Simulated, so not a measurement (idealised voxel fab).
Process module, titled voxel wiring stack
The cross-section on display is named cut; it measures 250 nm wide, and its cells are 5 nm squares.
Heads up, the way a cross-section reads in here is a grid of square cells, handed over as bands from the top down, with every band being one or more rows of cells.
Band: top and bottom heights (nm) first, top before bottom; then materials from left to right, widths in nm. "throughout" marks a sole material filling the band edge to edge. "air" denotes empty space.
Zero point of the height axis is 0; under it, received wafer = one material. Lowest band: continues down indefinitely, "0..down".
A width such as "30 to 40" changes by the same amount from each row of cells to the next, from the band's top row to its bottom row.
Where a step carries "same as before", the cross-section came out of it unchanged, cell for cell.
The entry titled "closed voids" provides the empty spaces that have no open way to the top, restricted to those of 8 cells or more. Each is presented as width x height at distance, the distance being measured from the left edge, with all three in nm.
It should be noted that, on the line of a given step, the content following the step's settings is a remark produced by the simulator itself with respect to that step.
Regarding "overlay nm": on a step with a mask, it is the distance the mask lay to the right of its planned place; a negative value places it to the left.
[The steps planned for the process are as follows]
- 1: RECEIVE,material Si
- 2: CONFORMAL_DEP,material SiO2,thk nm 10
- 3: CONFORMAL_DEP,material SiN,thk nm 5
- 4: DIRECTIONAL_DEP,material SiO2,thk nm 15
- 5: MASKED_ETCH,tone open,mask id METAL_1,width nm 25,pitch nm 50,etch materials SiO2,depth nm 15,overlay nm 0
- 6: MASKED_ETCH,tone open,mask id METAL_1,width nm 25,pitch nm 50,etch materials SiN,depth nm 5,overlay nm 0
- 7: CONFORMAL_DEP,material TiN,thk nm 5
- 8: FILL_DEP,material Cu,thk nm 10
- 9: CMP,height nm 30
- 10: EPI,material Ru,thk nm 5
- 11: FILL_DEP,material SiCN,thk nm 5
- 12: DIRECTIONAL_DEP,material lowk,thk nm 15
- 13: MASKED_ETCH,tone open,mask id PLUG_1,width nm 15,pitch nm 50,etch materials lowk,depth nm 15,overlay nm 0
- 14: MASKED_ETCH,tone open,mask id PLUG_1,width nm 15,pitch nm 50,etch materials SiCN,depth nm 5,overlay nm 0
- 15: EPI,material Ru,thk nm 10
- 16: EPI,material Ru,thk nm 10
- 17: CONFORMAL_DEP,material SiN,thk nm 5
- 18: DIRECTIONAL_DEP,material SiO2,thk nm 25
- 19: PATTERN,tone open,mask id METAL_2,material resist,width nm 25,pitch nm 50,thk nm 20,overlay nm 0
- 20: DIRECTIONAL_ETCH,etch materials SiO2,depth nm 25
- 21: DIRECTIONAL_ETCH,etch materials SiN,depth nm 5
- 22: STRIP,etch materials resist
- 23: CONFORMAL_DEP,material TiN,thk nm 5
- 24: FILL_DEP,material Cu,thk nm 5
- 25: CMP,height nm 85
- 26: CONFORMAL_DEP,material SiN,thk nm 5
[Cross-section: wafer on arrival = after step 1]
0..down = Si throughout
closed voids: none
[Sectioned view, first of two wafers, at the close of the module, processed as intended in the plan]
90..85 = SiN throughout
85..60 = 85 of SiO2; 5 of TiN; 15 of Cu; 5 of TiN; 25 of SiO2; 5 of TiN; 15 of Cu; 5 of TiN; 90 of SiO2
60..55 = 85 of SiN; 25 of TiN; 25 of SiN; 25 of TiN; 90 of SiN
55..40 = 85 of lowk; 15 of Ru; 35 of lowk; 15 of Ru; 100 of lowk
40..30 = 85 to 80 of SiCN; 15 to 35 of Ru; 35 to 15 of SiCN; 15 to 35 of Ru; 100 to 85 of SiCN
30..15 = 85 of SiO2; 5 of TiN; 15 of Cu; 5 of TiN; 25 of SiO2; 5 of TiN; 15 of Cu; 5 of TiN; 90 of SiO2
15..10 = 85 of SiN; 25 of TiN; 25 of SiN; 25 of TiN; 90 of SiN
10..0 = SiO2 throughout
0..down = Si throughout
closed voids: none
[second wafer at the end: like start, like plan, one mistake]
90..85 = SiN throughout
85..80 = 70 of Cu; 5 of TiN; 10 of SiO2; 5 of TiN; 15 of Cu; 20 of TiN; 10 of SiO2; 5 of TiN; 15 of Cu; 20 of TiN; 75 of Cu
80..75 = 75 of TiN; 10 of SiO2; 5 of TiN; 15 of Cu; 5 of TiN; 10 of SiO2; 5 of TiN; 10 of SiO2; 5 of TiN; 15 of Cu; 5 of TiN; 10 of SiO2; 80 of TiN
75..60 = 85 of SiO2; 5 of TiN; 15 of Cu; 5 of TiN; 25 of SiO2; 5 of TiN; 15 of Cu; 5 of TiN; 90 of SiO2
60..55 = 75 of SiO2; 10 of SiN; 25 of TiN; 15 of SiO2; 10 of SiN; 25 of TiN; 90 of SiO2
55..50 = 75 of SiO2; 5 of SiN; 25 of Ru; 15 of SiN; 5 of SiO2; 5 of SiN; 25 of Ru; 15 of SiN; 80 of SiO2
50..45 = 80 of SiN; 5 of lowk; 15 of Ru; 15 of lowk; 15 of SiN; 5 of lowk; 15 of Ru; 15 of lowk; 85 of SiN
45..35 = 85 of lowk; 15 of Ru; 35 of lowk; 15 of Ru; 100 of lowk
35..30 = 80 of lowk; 35 of Ru; 15 of lowk; 35 of Ru; 85 of lowk
30..15 = 85 of SiO2; 5 of TiN; 15 of Cu; 5 of TiN; 25 of SiO2; 5 of TiN; 15 of Cu; 5 of TiN; 90 of SiO2
15..10 = 85 of SiN; 25 of TiN; 25 of SiN; 25 of TiN; 90 of SiN
10..0 = SiO2 throughout
0..down = Si throughout
closed voids: none
Deviation from plan: step 11 of the plan was jumped over and never run
Final difference in cells, second wafer against first, listed per material as more or fewer: +29 Cu | +4 Ru | -80 SiCN | +8 SiN | +39 TiN
